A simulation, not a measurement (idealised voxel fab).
process module | voxel double patterning
cross-section cut | 250 nm wide | cells 5 nm
A cross-section is a grid of square cells, given in bands from the top down. A band is one or more rows of cells.
Each band's line starts with the height of the band's top and of its bottom, in nm. Then come its materials from left to right, each with its width in nm. One material with "throughout" fills the band from edge to edge. "air" is empty space.
Height 0 is the level under which the wafer as received is all one material. The lowest band goes on downwards, as in "0 down".
A width such as "30 to 40" changes by the same amount from each row of cells to the next, from the band's top row to its bottom row.
"no change" after a step means that no cell of the cross-section changed.
closed voids: empty space of 8 cells or more with no open way to the top, each as width x height at its distance from the left edge, in nm
after a step's settings: what the simulator itself notes on the step
overlay nm, on a step with a mask: how far to the right of its planned place the mask lay; to the left if negative
plan
1 op RECEIVE | material Si
2 op CONFORMAL_DEP | material SiO2 | thk nm 10
3 op DIRECTIONAL_DEP | material polySi | thk nm 20
4 op DIRECTIONAL_DEP | material SiN | thk nm 5
5 op MASKED_ETCH | tone open | mask id FIRST | width nm 15 | pitch nm 50 | etch materials SiN | depth nm 5 | overlay nm 0
6 op MASKED_ETCH | tone open | mask id SECOND | width nm 15 | pitch nm 50 | etch materials SiN | depth nm 5 | overlay nm 0
7 op DIRECTIONAL_ETCH | etch materials polySi | depth nm 20
8 op STRIP | etch materials SiN
as received, after step 1
  0 down: Si throughout
  closed voids: none
first wafer at the end, as planned
  30 to 10: polySi 65 | air 15 | polySi 10 | air 15 | polySi 10 | air 15 | polySi 10 | air 15 | polySi 10 | air 15 | polySi 70
  10 to 0: SiO2 throughout
  0 down: Si throughout
  closed voids: none
second wafer at the end: like start, like plan, one mistake
  35 to 30: SiN 65 | air 15 | SiN 10 | air 15 | SiN 10 | air 15 | SiN 10 | air 15 | SiN 10 | air 15 | SiN 70
  30 to 10: polySi 65 | air 15 | polySi 10 | air 15 | polySi 10 | air 15 | polySi 10 | air 15 | polySi 10 | air 15 | polySi 70
  10 to 0: SiO2 throughout
  0 down: Si throughout
  closed voids: none
what went wrong: step 8 was left out
at the end the second wafer has, in cells: 35 more of SiN
